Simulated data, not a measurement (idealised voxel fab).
Documented hereafter: the process module known as voxel double patterning.
Displayed cross-section: cut, width of 160 nm, square cells sized 5 nm.
How to read a cross-section here: the picture is a grid of square cells, written as bands going from the top down, and any band can span one or more rows of cells.
A band entry consists of two parts. The first gives the height of the band's top and the height of its bottom, in nm. The rest lists the band's materials from left to right, each with its width in nm. A single material labelled with the word "all across" fills the band from edge to edge, and the word "empty" marks empty space.
We count height from 0. Below that, the starting wafer is all one material. The lowest band never ends at the bottom but goes on down; see "0..down" for how that is written.
With a width like "30 to 40", each row of cells in the band differs from the next by the same amount, the top row carrying the first number and the bottom row the second.
"no modification" after a step means that no cell of the cross-section changed.
This entry, "Sealed-off cavities", enumerates those empty regions of no fewer than 8 cells that possess no open connection to the top. Each region is reported in the form width x height at distance, the distance being taken from the left edge, with all three quantities expressed in nm.
Whatever follows a step's settings on its line is a remark the simulator itself makes about that step.
overlay nm: how far to the right of its planned place the mask lay on this masked step (negative: to the left).
### Steps planned for the process
| 1 | RECEIVE [material Si] |
| 2 | CONFORMAL_DEP [material SiO2] [thk nm 10] |
| 3 | DIRECTIONAL_DEP [material polySi] [thk nm 15] |
| 4 | DIRECTIONAL_DEP [material SiCN] [thk nm 10] |
| 5 | MASKED_ETCH [tone open] [mask id FIRST] [width nm 15] [pitch nm 50] [etch materials SiCN] [depth nm 10] [overlay nm 0] |
| 6 | DIRECTIONAL_DEP [material aC] [thk nm 10] |
| 7 | PATTERN [tone open] [mask id SECOND] [material resist] [width nm 15] [pitch nm 50] [thk nm 25] [overlay nm 0] |
| 8 | DIRECTIONAL_ETCH [etch materials aC] [depth nm 10] |
| 9 | STRIP [etch materials resist] |
| 10 | DIRECTIONAL_ETCH [etch materials SiCN] [depth nm 10] |
| 11 | STRIP [etch materials aC] |
| 12 | DIRECTIONAL_ETCH [etch materials polySi] [depth nm 15] |
| 13 | STRIP [etch materials SiCN] |
### Here's what the wafer looked like in cross-section when it arrived - that's after step 1
	0..down  Si all across
	Sealed-off cavities: none
### Cross-section at module end, one run error; start and plan unchanged from above
	35..20  20 nm polySi; 15 nm empty; 10 nm polySi; 15 nm empty; 10 nm polySi; 15 nm empty; 10 nm polySi; 15 nm empty; 10 nm polySi; 15 nm empty; 25 nm polySi
	20..10  polySi all across
	10..0  SiO2 all across
	0..down  Si all across
	Sealed-off cavities: none
Deviation noted in wafer processing: note that step 3 departed from the planned setting and was carried out as DIRECTIONAL_DEP [material polySi] [thk nm 25]
